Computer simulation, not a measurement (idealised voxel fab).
process module | voxel ribs on slabs
cross-section cut | 185 nm wide | cells 5 nm
A cross-section is a grid of square cells, given in bands from the top down. A band is one or more rows of cells.
Each band's line starts with the height of the band's top and of its bottom, in nm. Then come its materials from left to right, each with its width in nm. One material with "throughout" fills the band from edge to edge. "air" is empty space.
Height 0 is the level under which the wafer as received is all one material. The lowest band goes on downwards, as in "0 down".
A width such as "30 to 40" changes by the same amount from each row of cells to the next, from the band's top row to its bottom row.
"no change" after a step means that no cell of the cross-section changed.
closed voids: empty space of 8 cells or more with no open way to the top, each as width x height at its distance from the left edge, in nm
after a step's settings: what the simulator itself notes on the step
overlay nm, on a step with a mask: how far to the right of its planned place the mask lay; to the left if negative
plan
1 op RECEIVE | material Si
2 op DIRECTIONAL_DEP | material SiO2 | thk nm 30
3 op DIRECTIONAL_DEP | material polySi | thk nm 20
4 op MASKED_ETCH | tone cover | mask id RIB | width nm 20 | etch materials polySi | depth nm 5 | overlay nm 0
5 op DIRECTIONAL_DEP | material aC | thk nm 15
6 op PATTERN | tone cover | mask id SLAB | material resist | width nm 50 | thk nm 30 | overlay nm 0
7 op DIRECTIONAL_ETCH | etch materials aC | depth nm 15
8 op STRIP | etch materials resist
9 op DIRECTIONAL_ETCH | etch materials polySi | depth nm 15
10 op STRIP | etch materials aC
11 op FILL_DEP | material SiO2 | thk nm 20
12 op CMP | height nm 60
13 op DIRECTIONAL_DEP | material W | thk nm 5
14 op MASKED_ETCH | tone cover | mask id HEATER | width nm 30 | etch materials W | depth nm 5 | overlay nm 0
15 op CONFORMAL_DEP | material SiO2 | thk nm 5
first wafer, as planned
as received, after step 1
  0 down: Si throughout
  closed voids: none
after step 2
  30 to 0: SiO2 throughout
  below 0: unchanged
after step 3
  50 to 30: polySi throughout
  below 30: unchanged
after step 4
  50 to 45: air 80 | polySi 20 | air 85
  below 45: unchanged
after step 5
  65 to 60: air 80 | aC 20 | air 85
  60 to 50: aC throughout
  50 to 45: aC 80 | polySi 20 | aC 85
  below 45: unchanged
after step 6
  95 to 65: air 65 | resist 50 | air 70
  65 to 60: air 65 | resist 15 | aC 20 | resist 15 | air 70
  below 60: unchanged
after step 7
  80 to 65: air 65 | resist 50 | air 70
  65 to 60: air 65 | resist 15 | aC 20 | resist 15 | air 70
  60 to 50: air 65 | aC 50 | air 70
  50 to 45: air 65 | aC 15 | polySi 20 | aC 15 | air 70
  below 45: unchanged
after step 8
  65 to 60: air 80 | aC 20 | air 85
  below 60: unchanged
after step 9
  65 to 60: air 80 | aC 20 | air 85
  60 to 50: air 65 | aC 50 | air 70
  50 to 45: air 65 | aC 15 | polySi 20 | aC 15 | air 70
  45 to 30: air 65 | polySi 50 | air 70
  below 30: unchanged
after step 10
  50 to 45: air 80 | polySi 20 | air 85
  below 45: unchanged
after step 11
  70 to 50: SiO2 throughout
  50 to 45: SiO2 80 | polySi 20 | SiO2 85
  45 to 30: SiO2 65 | polySi 50 | SiO2 70
  below 30: unchanged
after step 12
  60 to 50: SiO2 throughout
  below 50: unchanged
after step 13
  65 to 60: W throughout
  below 60: unchanged
after step 14
  65 to 60: air 75 | W 30 | air 80
  below 60: unchanged
after step 15
  70 to 65: air 70 | SiO2 40 | air 75
  65 to 60: SiO2 75 | W 30 | SiO2 80
  below 60: unchanged
second wafer: like start, like plan, one mistake. Through step 13 it matches the first wafer
when step 14 should have ended
  65 to 60: air 80 | W 30 | air 75
  below 60: unchanged
when step 15 should have ended
  70 to 65: air 75 | SiO2 40 | air 70
  65 to 60: SiO2 80 | W 30 | SiO2 75
  below 60: unchanged
what went wrong: step 14 ran as: op MASKED_ETCH | tone cover | mask id HEATER | width nm 30 | etch materials W | depth nm 5 | overlay nm 5
at the end the second wafer has, in cells: as many of each material as the first, in other places
